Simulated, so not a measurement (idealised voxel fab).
The document below concerns the process module designated voxel wiring stack.
cross-section cut | 265 nm wide | cells 5 nm
Cross-section = grid of square cells, listed top down in bands; band = one or more rows. Band: top height; bottom height; in nm. Then, left to right: material with width in nm, for each material. "everywhere": a single material spanning edge to edge. "blank": empty space. For the purposes of this specification, 0 denotes the height below which the wafer in its as-received condition is composed wholly of one material, and the lowermost band, lacking a lower limit, extends downward without end, as expressed in "0 -> down". The width entry "30 to 40" should be interpreted row by row: the top row of cells in the band takes the first number, the bottom row takes the second number, and the change between adjacent rows is uniform throughout. Basically "same as before" means that step didn't change any cell in the cross-section. You'll see "Voids, fully enclosed" listing empty spaces that have no way open to the top, as long as they're 8 cells or more; the notation is width x height at distance, where the distance is from the left edge, and all of it is in nm. Heads up: the bit after the settings on a step's line is the simulator's remark on that step. "overlay nm" answers the question of how far to the right of plan the mask lay on a step that has a mask, and when it is negative the answer is to the left.

[Planned process steps]
step 1: RECEIVE with material Si
step 2: CONFORMAL_DEP with material SiO2, thk nm 10
step 3: CONFORMAL_DEP with material SiCN, thk nm 5
step 4: DIRECTIONAL_DEP with material lowk, thk nm 25
step 5: PATTERN with tone open, mask id METAL_1, material resist, width nm 20, pitch nm 45, thk nm 20, overlay nm 0
step 6: DIRECTIONAL_ETCH with etch materials lowk, depth nm 25
step 7: DIRECTIONAL_ETCH with etch materials SiCN, depth nm 5
step 8: STRIP with etch materials resist
step 9: CONFORMAL_DEP with material TiN, thk nm 5
step 10: FILL_DEP with material Cu, thk nm 10
step 11: CMP with height nm 40
step 12: CONFORMAL_DEP with material SiCN, thk nm 5
step 13: DIRECTIONAL_DEP with material lowk, thk nm 30
step 14: MASKED_ETCH with tone open, mask id METAL_2, width nm 20, pitch nm 45, etch materials lowk, depth nm 15, overlay nm 0
step 15: DIRECTIONAL_DEP with material aC, thk nm 10
step 16: PATTERN with tone open, mask id METAL_2_HOLES, material resist, width nm 15, pitch nm 45, thk nm 30, overlay nm 0
step 17: DIRECTIONAL_ETCH with etch materials aC, depth nm 10
step 18: STRIP with etch materials resist
step 19: DIRECTIONAL_ETCH with etch materials lowk, depth nm 15
step 20: DIRECTIONAL_ETCH with etch materials SiCN, depth nm 5
step 21: STRIP with etch materials aC
step 22: CONFORMAL_DEP with material TiN, thk nm 5
step 23: FILL_DEP with material Cu, thk nm 10
step 24: CMP with height nm 75
step 25: CONFORMAL_DEP with material SiCN, thk nm 5
step 26: DIRECTIONAL_DEP with material SiO2, thk nm 15
step 27: DIRECTIONAL_DEP with material aC, thk nm 15
step 28: PATTERN with tone open, mask id PLUG_2, material resist, width nm 15, pitch nm 90, thk nm 35, overlay nm 0
step 29: DIRECTIONAL_ETCH with etch materials aC, depth nm 15
step 30: STRIP with etch materials resist
step 31: DIRECTIONAL_ETCH with etch materials SiO2, depth nm 15
step 32: DIRECTIONAL_ETCH with etch materials SiCN, depth nm 5
step 33: STRIP with etch materials aC
step 34: EPI with material Ru, thk nm 10
step 35: EPI with material Ru, thk nm 10
step 36: DIRECTIONAL_DEP with material TiN, thk nm 5
step 37: DIRECTIONAL_DEP with material Ru, thk nm 25
step 38: MASKED_ETCH with tone cover, mask id METAL_3, width nm 20, pitch nm 45, etch materials Ru, depth nm 25, overlay nm 0
step 39: MASKED_ETCH with tone cover, mask id METAL_3, width nm 20, pitch nm 45, etch materials TiN, depth nm 5, overlay nm 0
step 40: FILL_DEP with material SiO2, thk nm 10
step 41: CMP with height nm 125
step 42: CONFORMAL_DEP with material SiCN, thk nm 5
step 43: DIRECTIONAL_DEP with material lowk, thk nm 25
step 44: MASKED_ETCH with tone open, mask id METAL_4_HOLES, width nm 15, pitch nm 45, etch materials lowk, depth nm 25, overlay nm 0
step 45: PATTERN with tone open, mask id METAL_4, material resist, width nm 20, pitch nm 45, thk nm 15, overlay nm 0
step 46: DIRECTIONAL_ETCH with etch materials lowk, depth nm 15
step 47: DIRECTIONAL_ETCH with etch materials SiCN, depth nm 5
step 48: STRIP with etch materials resist
step 49: CONFORMAL_DEP with material TiN, thk nm 5
step 50: FILL_DEP with material Cu, thk nm 10
step 51: CMP with height nm 155
step 52: CONFORMAL_DEP with material SiN, thk nm 5

[Cross-section of the wafer at receipt, which is the condition after step 1]
	0 -> down | Si everywhere
	Voids, fully enclosed: none

[One mistake in running the module, otherwise start and plan as above: cross-section at the end]
	160 -> 155 | SiN everywhere
	155 -> 145 | lowk (55), TiN (5), Cu (10), TiN (5), lowk (25), TiN (5), Cu (10), TiN (5), lowk (25), TiN (5), Cu (10), TiN (5), lowk (25), TiN (5), Cu (10), TiN (5), lowk (55)
	145 -> 140 | lowk (55), TiN (5), Cu (5), TiN (10), lowk (25), TiN (5), Cu (5), TiN (10), lowk (25), TiN (5), Cu (5), TiN (10), lowk (25), TiN (5), Cu (5), TiN (10), lowk (55)
	140 -> 130 | lowk (55), TiN (5), Cu (5), TiN (5), lowk (30), TiN (5), Cu (5), TiN (5), lowk (30), TiN (5), Cu (5), TiN (5), lowk (30), TiN (5), Cu (5), TiN (5), lowk (60)
	130 -> 125 | SiCN (55), TiN (15), SiCN (30), TiN (15), SiCN (30), TiN (15), SiCN (30), TiN (15), SiCN (60)
	125 -> 105 | SiO2 (70), Ru (5), SiO2 (25), Ru (20), SiO2 (40), Ru (5), SiO2 (25), Ru (20), SiO2 (55)
	105 -> 100 | SiO2 (55), Ru (20), SiO2 (25), Ru (20), SiO2 (25), Ru (20), SiO2 (25), Ru (20), SiO2 (55)
	100 -> 95 | SiO2 (55), Ru (15), TiN (5), SiO2 (25), TiN (20), SiO2 (25), Ru (15), TiN (5), SiO2 (25), TiN (20), SiO2 (55)
	95 -> 80 | SiO2 (55), Ru (15), SiO2 (75), Ru (15), SiO2 (105)
	80 -> 75 | SiCN (55), TiN (15), SiCN (75), TiN (15), SiCN (105)
	75 -> 45 | lowk everywhere
	45 -> 40 | SiCN everywhere
	40 -> 15 | lowk (55), TiN (5), Cu (10), TiN (5), lowk (25), TiN (5), Cu (10), TiN (5), lowk (25), TiN (5), Cu (10), TiN (5), lowk (25), TiN (5), Cu (10), TiN (5), lowk (55)
	15 -> 10 | SiCN (55), TiN (20), SiCN (25), TiN (20), SiCN (25), TiN (20), SiCN (25), TiN (20), SiCN (55)
	10 -> 0 | SiO2 everywhere
	0 -> down | Si everywhere
	Voids, fully enclosed: none
The plan and the run diverged here: step 13 from the plan got run twice
